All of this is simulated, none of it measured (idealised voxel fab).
process module | voxel self aligned vias
cross-section cut | 140 nm wide | cells 5 nm
A cross-section is a grid of square cells, given in bands from the top down. A band is one or more rows of cells.
Each band's line starts with the height of the band's top and of its bottom, in nm. Then come its materials from left to right, each with its width in nm. One material with "throughout" fills the band from edge to edge. "air" is empty space.
Height 0 is the level under which the wafer as received is all one material. The lowest band goes on downwards, as in "0 down".
A width such as "30 to 40" changes by the same amount from each row of cells to the next, from the band's top row to its bottom row.
"no change" after a step means that no cell of the cross-section changed.
closed voids: empty space of 8 cells or more with no open way to the top, each as width x height at its distance from the left edge, in nm
after a step's settings: what the simulator itself notes on the step
overlay nm, on a step with a mask: how far to the right of its planned place the mask lay; to the left if negative
plan
1 op RECEIVE | material Si
2 op CONFORMAL_DEP | material SiO2 | thk nm 10
3 op CONFORMAL_DEP | material SiCN | thk nm 5
4 op DIRECTIONAL_DEP | material lowk | thk nm 10
5 op MASKED_ETCH | tone open | mask id LINES | width nm 30 | pitch nm 70 | etch materials lowk | depth nm 20 | overlay nm 0
6 op CONFORMAL_DEP | material TiN | thk nm 5
7 op FILL_DEP | material Ru | thk nm 5
8 op CMP | height nm 35
9 op SELECTIVE_ETCH | etch materials W Ru TiN | depth nm 5
10 op FILL_DEP | material SiN | thk nm 10
11 op CMP | height nm 35
12 op DIRECTIONAL_DEP | material lowk | thk nm 20
13 op PATTERN | tone open | mask id VIAS | material resist | width nm 40 | thk nm 20 | overlay nm 0
14 op DIRECTIONAL_ETCH | etch materials lowk | depth nm 20
15 op DIRECTIONAL_ETCH | etch materials SiN | depth nm 5
16 op STRIP | etch materials resist
17 op CONFORMAL_DEP | material TiN | thk nm 5
18 op FILL_DEP | material Cu | thk nm 10
19 op CMP | height nm 55
20 op CONFORMAL_DEP | material SiCN | thk nm 5
varied across the wafers: thk nm of step 4. The plan shows the first wafer's value. All wafers start alike
first wafer as received, after step 1
  0 down: Si throughout
  closed voids: none
first wafer at the end, after step 20
  60 to 55: SiCN throughout
  55 to 35: lowk 15 | TiN 5 | Cu 30 | TiN 5 | lowk 85
  35 to 30: SiN 15 | TiN 40 | SiN 85
  30 to 25: TiN 25 | Ru 20 | TiN 50 | Ru 20 | TiN 25
  25 to 20: lowk 20 | TiN 5 | Ru 20 | TiN 5 | lowk 40 | TiN 5 | Ru 20 | TiN 5 | lowk 20
  20 to 15: lowk 20 | TiN 30 | lowk 40 | TiN 30 | lowk 20
  15 to 10: SiCN throughout
  10 to 0: SiO2 throughout
  0 down: Si throughout
  closed voids: none
last wafer at the end
  60 to 55: SiCN throughout
  55 to 40: lowk 15 | TiN 5 | Cu 30 | TiN 5 | lowk 85
  40 to 35: lowk 15 | TiN 10 | Cu 20 | TiN 10 | lowk 85
  35 to 30: lowk 20 | TiN 30 | lowk 40 | SiN 30 | lowk 20
  30 to 15: lowk throughout
  15 to 10: SiCN throughout
  10 to 0: SiO2 throughout
  0 down: Si throughout
  closed voids: none
each wafer at the end: cells of each material gained (+) or lost (-) since it was received, then its closed voids
thk nm 10 | +24 Cu | +16 Ru | +56 SiCN | +20 SiN | +56 SiO2 | +52 TiN | +112 lowk | closed voids: none
thk nm 15 | +24 Cu | +16 Ru | +56 SiCN | +20 SiN | +56 SiO2 | +36 TiN | +128 lowk | closed voids: none
thk nm 20 | +22 Cu | +16 Ru | +56 SiCN | +6 SiN | +56 SiO2 | +36 TiN | +144 lowk | closed voids: none
thk nm 25 | +22 Cu | +8 Ru | +56 SiCN | +6 SiN | +56 SiO2 | +32 TiN | +156 lowk | closed voids: none
thk nm 30 | +22 Cu | +56 SiCN | +6 SiN | +56 SiO2 | +28 TiN | +168 lowk | closed voids: none
thk nm 35 | +22 Cu | +56 SiCN | +6 SiN | +56 SiO2 | +16 TiN | +180 lowk | closed voids: none
